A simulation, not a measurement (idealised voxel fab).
Documented hereafter: the process module known as voxel gate over fins.
Displayed cross-section: cut, width of 240 nm, square cells sized 5 nm.
Throughout this document, each cross-section is represented as a grid of square cells and is presented as a sequence of bands enumerated from the top downward, where a band comprises one or more rows of cells. Band: top height; bottom height; in nm. Then, left to right: material with width in nm, for each material. "edge to edge": a single material spanning edge to edge. "air": empty space. The reference from which all heights are counted is 0, the level beneath which the as-received wafer is entirely one material; the lowest band, having no lower bound, proceeds downward and is written after the example "z 0 and below". Width spec "30..40" -> top row of cells at first value, bottom row at second value, equal per-row change in between. "nothing altered" means the step left every cell of the cross-section as it was. Empty spaces counting at least 8 cells and having no open way to the top are listed in "Tabulated closed voids". The notation width x height at distance is used for each, the distance being from the left edge and all three values in nm. On a step's line, text after the settings is the simulator commenting on that step. The "overlay nm" setting may appear on a step's line; for a step that uses a mask, it gives how far to the right of its planned position the mask lay, and a negative value indicates the left.
Process steps foreseen in the plan
1,RECEIVE (material Si)
2,CONFORMAL_DEP (material SiN; thk nm 5)
3,PATTERN (tone cover; mask id FINS; material resist; width nm 15; pitch nm 60; thk nm 20; overlay nm 0)
4,DIRECTIONAL_ETCH (etch materials SiN; depth nm 5)
5,DIRECTIONAL_ETCH (etch materials Si; depth nm 40)
6,STRIP (etch materials resist)
7,FILL_DEP (material SiO2; thk nm 10)
8,CMP (height nm 5)
9,MASKED_ETCH (tone open; mask id RAIL; width nm 15; etch materials SiO2; depth nm 40; overlay nm 0)
10,CONFORMAL_DEP (material TiN; thk nm 5)
11,FILL_DEP (material W; thk nm 10)
12,CMP (height nm 5)
13,SELECTIVE_ETCH (etch materials W Ru TiN; depth nm 30)
14,FILL_DEP (material SiO2; thk nm 5)
15,CMP (height nm 5)
16,SELECTIVE_ETCH (etch materials SiO2; depth nm 20)
17,STRIP (etch materials SiN)
18,CONFORMAL_DEP (material HfO2; thk nm 5)
19,CONFORMAL_DEP (material TiN; thk nm 5)
20,FILL_DEP (material W; thk nm 10)
21,CMP (height nm 15)
22,CONFORMAL_DEP (material SiN; thk nm 10)
First of two wafers, processed according to plan
Here's what the wafer looked like in cross-section when it arrived - that's after step 1
    z 0 and below: Si edge to edge
    Tabulated closed voids: none
Cross-section: wafer state after step 2
    z 5 to 0: SiN edge to edge
    Below 0, no change.
Cross-section: wafer state after step 3
    z 25 to 5: air: 20  resist: 15  air: 45  resist: 15  air: 45  resist: 15  air: 45  resist: 15  air: 25
    Below 5, no change.
Cross-section: wafer state after step 4
    z 25 to 5: air: 20  resist: 15  air: 45  resist: 15  air: 45  resist: 15  air: 45  resist: 15  air: 25
    z 5 to 0: air: 20  SiN: 15  air: 45  SiN: 15  air: 45  SiN: 15  air: 45  SiN: 15  air: 25
    Below 0, no change.
Cross-section: wafer state after step 5
    z 25 to 5: air: 20  resist: 15  air: 45  resist: 15  air: 45  resist: 15  air: 45  resist: 15  air: 25
    z 5 to 0: air: 20  SiN: 15  air: 45  SiN: 15  air: 45  SiN: 15  air: 45  SiN: 15  air: 25
    z 0 to -40: air: 20  Si: 15  air: 45  Si: 15  air: 45  Si: 15  air: 45  Si: 15  air: 25
    Below -40, no change.
Cross-section: wafer state after step 6
    z 5 to 0: air: 20  SiN: 15  air: 45  SiN: 15  air: 45  SiN: 15  air: 45  SiN: 15  air: 25
    Below 0, no change.
Cross-section: wafer state after step 7
    z 15 to 5: SiO2 edge to edge
    z 5 to 0: SiO2: 20  SiN: 15  SiO2: 45  SiN: 15  SiO2: 45  SiN: 15  SiO2: 45  SiN: 15  SiO2: 25
    z 0 to -40: SiO2: 20  Si: 15  SiO2: 45  Si: 15  SiO2: 45  Si: 15  SiO2: 45  Si: 15  SiO2: 25
    Below -40, no change.
Cross-section: wafer state after step 8
    z 5 to 0: SiO2: 20  SiN: 15  SiO2: 45  SiN: 15  SiO2: 45  SiN: 15  SiO2: 45  SiN: 15  SiO2: 25
    Below 0, no change.
Cross-section: wafer state after step 9
    z 5 to 0: SiO2: 20  SiN: 15  SiO2: 15  air: 15  SiO2: 15  SiN: 15  SiO2: 45  SiN: 15  SiO2: 45  SiN: 15  SiO2: 25
    z 0 to -35: SiO2: 20  Si: 15  SiO2: 15  air: 15  SiO2: 15  Si: 15  SiO2: 45  Si: 15  SiO2: 45  Si: 15  SiO2: 25
    Below -35, no change.
Cross-section: wafer state after step 10
    z 10 to 5: TiN: 55  air: 5  TiN: 180
    z 5 to 0: SiO2: 20  SiN: 15  SiO2: 15  TiN: 5  air: 5  TiN: 5  SiO2: 15  SiN: 15  SiO2: 45  SiN: 15  SiO2: 45  SiN: 15  SiO2: 25
    z 0 to -30: SiO2: 20  Si: 15  SiO2: 15  TiN: 5  air: 5  TiN: 5  SiO2: 15  Si: 15  SiO2: 45  Si: 15  SiO2: 45  Si: 15  SiO2: 25
    z -30 to -35: SiO2: 20  Si: 15  SiO2: 15  TiN: 15  SiO2: 15  Si: 15  SiO2: 45  Si: 15  SiO2: 45  Si: 15  SiO2: 25
    Below -35, no change.
Cross-section: wafer state after step 11
    z 20 to 10: W edge to edge
    z 10 to 5: TiN: 55  W: 5  TiN: 180
    z 5 to 0: SiO2: 20  SiN: 15  SiO2: 15  TiN: 5  W: 5  TiN: 5  SiO2: 15  SiN: 15  SiO2: 45  SiN: 15  SiO2: 45  SiN: 15  SiO2: 25
    z 0 to -30: SiO2: 20  Si: 15  SiO2: 15  TiN: 5  W: 5  TiN: 5  SiO2: 15  Si: 15  SiO2: 45  Si: 15  SiO2: 45  Si: 15  SiO2: 25
    Below -30, no change.
Cross-section: wafer state after step 12
    z 5 to 0: SiO2: 20  SiN: 15  SiO2: 15  TiN: 5  W: 5  TiN: 5  SiO2: 15  SiN: 15  SiO2: 45  SiN: 15  SiO2: 45  SiN: 15  SiO2: 25
    Below 0, no change.
Cross-section: wafer state after step 13
    z 5 to 0: SiO2: 20  SiN: 15  SiO2: 15  air: 15  SiO2: 15  SiN: 15  SiO2: 45  SiN: 15  SiO2: 45  SiN: 15  SiO2: 25
    z 0 to -25: SiO2: 20  Si: 15  SiO2: 15  air: 15  SiO2: 15  Si: 15  SiO2: 45  Si: 15  SiO2: 45  Si: 15  SiO2: 25
    Below -25, no change.
Cross-section: wafer state after step 14
    z 10 to 5: SiO2 edge to edge
    z 5 to 0: SiO2: 20  SiN: 15  SiO2: 45  SiN: 15  SiO2: 45  SiN: 15  SiO2: 45  SiN: 15  SiO2: 25
    z 0 to -25: SiO2: 20  Si: 15  SiO2: 45  Si: 15  SiO2: 45  Si: 15  SiO2: 45  Si: 15  SiO2: 25
    Below -25, no change.
Cross-section: wafer state after step 15
    z 5 to 0: SiO2: 20  SiN: 15  SiO2: 45  SiN: 15  SiO2: 45  SiN: 15  SiO2: 45  SiN: 15  SiO2: 25
    Below 0, no change.
Cross-section: wafer state after step 16
    z 5 to 0: air: 20  SiN: 15  air: 45  SiN: 15  air: 45  SiN: 15  air: 45  SiN: 15  air: 25
    z 0 to -15: air: 20  Si: 15  air: 45  Si: 15  air: 45  Si: 15  air: 45  Si: 15  air: 25
    Below -15, no change.
Cross-section: wafer state after step 17
    z 0 to -15: air: 20  Si: 15  air: 45  Si: 15  air: 45  Si: 15  air: 45  Si: 15  air: 25
    Below -15, no change.
Cross-section: wafer state after step 18
    z 5 to 0: air: 15  HfO2: 25  air: 35  HfO2: 25  air: 35  HfO2: 25  air: 35  HfO2: 25  air: 20
    z 0 to -10: air: 15  HfO2: 5  Si: 15  HfO2: 5  air: 35  HfO2: 5  Si: 15  HfO2: 5  air: 35  HfO2: 5  Si: 15  HfO2: 5  air: 35  HfO2: 5  Si: 15  HfO2: 5  air: 20
    z -10 to -15: HfO2: 20  Si: 15  HfO2: 45  Si: 15  HfO2: 45  Si: 15  HfO2: 45  Si: 15  HfO2: 25
    Below -15, no change.
Cross-section: wafer state after step 19
    z 10 to 5: air: 10  TiN: 35  air: 25  TiN: 35  air: 25  TiN: 35  air: 25  TiN: 35  air: 15
    z 5 to 0: air: 10  TiN: 5  HfO2: 25  TiN: 5  air: 25  TiN: 5  HfO2: 25  TiN: 5  air: 25  TiN: 5  HfO2: 25  TiN: 5  air: 25  TiN: 5  HfO2: 25  TiN: 5  air: 15
    z 0 to -5: air: 10  TiN: 5  HfO2: 5  Si: 15  HfO2: 5  TiN: 5  air: 25  TiN: 5  HfO2: 5  Si: 15  HfO2: 5  TiN: 5  air: 25  TiN: 5  HfO2: 5  Si: 15  HfO2: 5  TiN: 5  air: 25  TiN: 5  HfO2: 5  Si: 15  HfO2: 5  TiN: 5  air: 15
    z -5 to -10: TiN: 15  HfO2: 5  Si: 15  HfO2: 5  TiN: 35  HfO2: 5  Si: 15  HfO2: 5  TiN: 35  HfO2: 5  Si: 15  HfO2: 5  TiN: 35  HfO2: 5  Si: 15  HfO2: 5  TiN: 20
    Below -10, no change.
Cross-section: wafer state after step 20
    z 20 to 10: W edge to edge
    z 10 to 5: W: 10  TiN: 35  W: 25  TiN: 35  W: 25  TiN: 35  W: 25  TiN: 35  W: 15
    z 5 to 0: W: 10  TiN: 5  HfO2: 25  TiN: 5  W: 25  TiN: 5  HfO2: 25  TiN: 5  W: 25  TiN: 5  HfO2: 25  TiN: 5  W: 25  TiN: 5  HfO2: 25  TiN: 5  W: 15
    z 0 to -5: W: 10  TiN: 5  HfO2: 5  Si: 15  HfO2: 5  TiN: 5  W: 25  TiN: 5  HfO2: 5  Si: 15  HfO2: 5  TiN: 5  W: 25  TiN: 5  HfO2: 5  Si: 15  HfO2: 5  TiN: 5  W: 25  TiN: 5  HfO2: 5  Si: 15  HfO2: 5  TiN: 5  W: 15
    Below -5, no change.
Cross-section: wafer state after step 21
    z 15 to 10: W edge to edge
    Below 10, no change.
Cross-section: wafer state after step 22
    z 25 to 15: SiN edge to edge
    Below 15, no change.
Regarding the second of the two wafers: it shared the first wafer's starting condition and process plan, yet one error occurred during its execution. Its history coincides with that of the first wafer up to and including step 15
Second wafer profile in section, at the moment step 16 of the plan was meant to be complete
    z 5 to 0: air: 20  SiN: 15  air: 45  SiN: 15  air: 45  SiN: 15  air: 45  SiN: 15  air: 25
    z 0 to -25: air: 20  Si: 15  air: 45  Si: 15  air: 45  Si: 15  air: 45  Si: 15  air: 25
    z -25 to -30: air: 20  Si: 15  air: 15  TiN: 5  W: 5  TiN: 5  air: 15  Si: 15  air: 45  Si: 15  air: 45  Si: 15  air: 25
    z -30 to -35: air: 20  Si: 15  air: 15  TiN: 15  air: 15  Si: 15  air: 45  Si: 15  air: 45  Si: 15  air: 25
    Below -35, no change.
Second wafer profile in section, at the moment step 17 of the plan was meant to be complete
    z 0 to -25: air: 20  Si: 15  air: 45  Si: 15  air: 45  Si: 15  air: 45  Si: 15  air: 25
    Below -25, no change.
Second wafer profile in section, at the moment step 18 of the plan was meant to be complete
    z 5 to 0: air: 15  HfO2: 25  air: 35  HfO2: 25  air: 35  HfO2: 25  air: 35  HfO2: 25  air: 20
    z 0 to -20: air: 15  HfO2: 5  Si: 15  HfO2: 5  air: 35  HfO2: 5  Si: 15  HfO2: 5  air: 35  HfO2: 5  Si: 15  HfO2: 5  air: 35  HfO2: 5  Si: 15  HfO2: 5  air: 20
    z -20 to -25: air: 15  HfO2: 5  Si: 15  HfO2: 5  air: 5  HfO2: 25  air: 5  HfO2: 5  Si: 15  HfO2: 5  air: 35  HfO2: 5  Si: 15  HfO2: 5  air: 35  HfO2: 5  Si: 15  HfO2: 5  air: 20
    z -25 to -30: air: 15  HfO2: 5  Si: 15  HfO2: 5  air: 5  HfO2: 5  TiN: 5  W: 5  TiN: 5  HfO2: 5  air: 5  HfO2: 5  Si: 15  HfO2: 5  air: 35  HfO2: 5  Si: 15  HfO2: 5  air: 35  HfO2: 5  Si: 15  HfO2: 5  air: 20
    z -30 to -35: HfO2: 20  Si: 15  HfO2: 15  TiN: 15  HfO2: 15  Si: 15  HfO2: 45  Si: 15  HfO2: 45  Si: 15  HfO2: 25
    Below -35, no change.
Second wafer profile in section, at the moment step 19 of the plan was meant to be complete
    z 10 to 5: air: 10  TiN: 35  air: 25  TiN: 35  air: 25  TiN: 35  air: 25  TiN: 35  air: 15
    z 5 to 0: air: 10  TiN: 5  HfO2: 25  TiN: 5  air: 25  TiN: 5  HfO2: 25  TiN: 5  air: 25  TiN: 5  HfO2: 25  TiN: 5  air: 25  TiN: 5  HfO2: 25  TiN: 5  air: 15
    z 0 to -15: air: 10  TiN: 5  HfO2: 5  Si: 15  HfO2: 5  TiN: 5  air: 25  TiN: 5  HfO2: 5  Si: 15  HfO2: 5  TiN: 5  air: 25  TiN: 5  HfO2: 5  Si: 15  HfO2: 5  TiN: 5  air: 25  TiN: 5  HfO2: 5  Si: 15  HfO2: 5  TiN: 5  air: 15
    z -15 to -20: air: 10  TiN: 5  HfO2: 5  Si: 15  HfO2: 5  TiN: 35  HfO2: 5  Si: 15  HfO2: 5  TiN: 5  air: 25  TiN: 5  HfO2: 5  Si: 15  HfO2: 5  TiN: 5  air: 25  TiN: 5  HfO2: 5  Si: 15  HfO2: 5  TiN: 5  air: 15
    z -20 to -25: air: 10  TiN: 5  HfO2: 5  Si: 15  HfO2: 5  TiN: 5  HfO2: 25  TiN: 5  HfO2: 5  Si: 15  HfO2: 5  TiN: 5  air: 25  TiN: 5  HfO2: 5  Si: 15  HfO2: 5  TiN: 5  air: 25  TiN: 5  HfO2: 5  Si: 15  HfO2: 5  TiN: 5  air: 15
    z -25 to -30: TiN: 15  HfO2: 5  Si: 15  HfO2: 5  TiN: 5  HfO2: 5  TiN: 5  W: 5  TiN: 5  HfO2: 5  TiN: 5  HfO2: 5  Si: 15  HfO2: 5  TiN: 35  HfO2: 5  Si: 15  HfO2: 5  TiN: 35  HfO2: 5  Si: 15  HfO2: 5  TiN: 20
    Below -30, no change.
Second wafer profile in section, at the moment step 20 of the plan was meant to be complete
    z 20 to 10: W edge to edge
    z 10 to 5: W: 10  TiN: 35  W: 25  TiN: 35  W: 25  TiN: 35  W: 25  TiN: 35  W: 15
    z 5 to 0: W: 10  TiN: 5  HfO2: 25  TiN: 5  W: 25  TiN: 5  HfO2: 25  TiN: 5  W: 25  TiN: 5  HfO2: 25  TiN: 5  W: 25  TiN: 5  HfO2: 25  TiN: 5  W: 15
    z 0 to -15: W: 10  TiN: 5  HfO2: 5  Si: 15  HfO2: 5  TiN: 5  W: 25  TiN: 5  HfO2: 5  Si: 15  HfO2: 5  TiN: 5  W: 25  TiN: 5  HfO2: 5  Si: 15  HfO2: 5  TiN: 5  W: 25  TiN: 5  HfO2: 5  Si: 15  HfO2: 5  TiN: 5  W: 15
    z -15 to -20: W: 10  TiN: 5  HfO2: 5  Si: 15  HfO2: 5  TiN: 35  HfO2: 5  Si: 15  HfO2: 5  TiN: 5  W: 25  TiN: 5  HfO2: 5  Si: 15  HfO2: 5  TiN: 5  W: 25  TiN: 5  HfO2: 5  Si: 15  HfO2: 5  TiN: 5  W: 15
    z -20 to -25: W: 10  TiN: 5  HfO2: 5  Si: 15  HfO2: 5  TiN: 5  HfO2: 25  TiN: 5  HfO2: 5  Si: 15  HfO2: 5  TiN: 5  W: 25  TiN: 5  HfO2: 5  Si: 15  HfO2: 5  TiN: 5  W: 25  TiN: 5  HfO2: 5  Si: 15  HfO2: 5  TiN: 5  W: 15
    Below -25, no change.
Second wafer profile in section, at the moment step 21 of the plan was meant to be complete
    z 15 to 10: W edge to edge
    Below 10, no change.
Second wafer profile in section, at the moment step 22 of the plan was meant to be complete
    z 25 to 15: SiN edge to edge
    Below 15, no change.
Heads up, the wafer didn't run the way we planned it: step 16 in the plan was executed twice
End of process, cell counts, second wafer against first, materials with more or fewer: 36 more of HfO2 | 138 fewer of SiO2 | 32 more of TiN | 70 more of W
